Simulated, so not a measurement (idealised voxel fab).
process module | voxel capacitor over wiring
cross-section cut | 230 nm wide | cells 5 nm
A cross-section is a grid of square cells, given in bands from the top down. A band is one or more rows of cells.
Each band's line starts with the height of the band's top and of its bottom, in nm. Then come its materials from left to right, each with its width in nm. One material with "throughout" fills the band from edge to edge. "air" is empty space.
Height 0 is the level under which the wafer as received is all one material. The lowest band goes on downwards, as in "0 down".
A width such as "30 to 40" changes by the same amount from each row of cells to the next, from the band's top row to its bottom row.
"no change" after a step means that no cell of the cross-section changed.
closed voids: empty space of 8 cells or more with no open way to the top, each as width x height at its distance from the left edge, in nm
after a step's settings: what the simulator itself notes on the step
overlay nm, on a step with a mask: how far to the right of its planned place the mask lay; to the left if negative
plan
1 op RECEIVE | material Si
2 op CONFORMAL_DEP | material SiO2 | thk nm 10
3 op DIRECTIONAL_DEP | material TiN | thk nm 5
4 op DIRECTIONAL_DEP | material Ru | thk nm 25
5 op DIRECTIONAL_DEP | material aC | thk nm 15
6 op PATTERN | tone cover | mask id METAL_1 | material resist | width nm 25 | pitch nm 90 | thk nm 30 | overlay nm 0
7 op DIRECTIONAL_ETCH | etch materials aC | depth nm 15
8 op STRIP | etch materials resist
9 op DIRECTIONAL_ETCH | etch materials Ru | depth nm 25
10 op DIRECTIONAL_ETCH | etch materials TiN | depth nm 5
11 op STRIP | etch materials aC
12 op CONFORMAL_DEP | material SiCN | thk nm 5
13 op FILL_DEP | material SiO2 | thk nm 10
14 op CMP | height nm 40
15 op CONFORMAL_DEP | material SiCN | thk nm 5
16 op DIRECTIONAL_DEP | material SiO2 | thk nm 20
17 op PATTERN | tone open | mask id PLUG_1 | material resist | width nm 15 | thk nm 15 | overlay nm 0
18 op DIRECTIONAL_ETCH | etch materials SiO2 | depth nm 20
19 op DIRECTIONAL_ETCH | etch materials SiCN | depth nm 5
20 op STRIP | etch materials resist
21 op CONFORMAL_DEP | material TiN | thk nm 5
22 op FILL_DEP | material Ru | thk nm 5
23 op CMP | height nm 65
24 op DIRECTIONAL_DEP | material TiN | thk nm 5
25 op DIRECTIONAL_DEP | material HfO2 | thk nm 5
26 op DIRECTIONAL_DEP | material TiN | thk nm 5
27 op DIRECTIONAL_DEP | material aC | thk nm 10
28 op PATTERN | tone cover | mask id UPPER_PLATE | material resist | width nm 70 | thk nm 25 | overlay nm 0
29 op DIRECTIONAL_ETCH | etch materials aC | depth nm 10
30 op STRIP | etch materials resist
31 op DIRECTIONAL_ETCH | etch materials TiN | depth nm 5
32 op DIRECTIONAL_ETCH | etch materials HfO2 | depth nm 5
33 op STRIP | etch materials aC
34 op DIRECTIONAL_DEP | material aC | thk nm 10
35 op PATTERN | tone cover | mask id LOWER_PLATE | material resist | width nm 80 | thk nm 30 | overlay nm 0
36 op DIRECTIONAL_ETCH | etch materials aC | depth nm 10
37 op STRIP | etch materials resist
38 op DIRECTIONAL_ETCH | etch materials TiN | depth nm 5
39 op STRIP | etch materials aC
40 op FILL_DEP | material SiO2 | thk nm 15
41 op CMP | height nm 90
42 op PATTERN | tone open | mask id PLUG_2 | material resist | width nm 15 | thk nm 20 | overlay nm 0
43 op DIRECTIONAL_ETCH | etch materials SiO2 | depth nm 10
44 op STRIP | etch materials resist
45 op CONFORMAL_DEP | material TiN | thk nm 5
46 op FILL_DEP | material W | thk nm 10
47 op CMP | height nm 90
48 op CONFORMAL_DEP | material SiN | thk nm 5
varied across the wafers: width nm of step 17. The plan shows the first wafer's value. All wafers start alike
first wafer as received, after step 1
  0 down: Si throughout
  closed voids: none
each wafer at the end: cells of each material gained (+) or lost (-) since it was received, then its closed voids
width nm 15 | +14 HfO2 | +54 Ru | +99 SiCN | +46 SiN | +604 SiO2 | +56 TiN | +1 W | closed voids: none
width nm 20 | +14 HfO2 | +58 Ru | +98 SiCN | +46 SiN | +600 SiO2 | +57 TiN | +1 W | closed voids: none
width nm 25 | +14 HfO2 | +62 Ru | +97 SiCN | +46 SiN | +596 SiO2 | +58 TiN | +1 W | closed voids: none
width nm 30 | +14 HfO2 | +66 Ru | +96 SiCN | +46 SiN | +592 SiO2 | +59 TiN | +1 W | closed voids: none
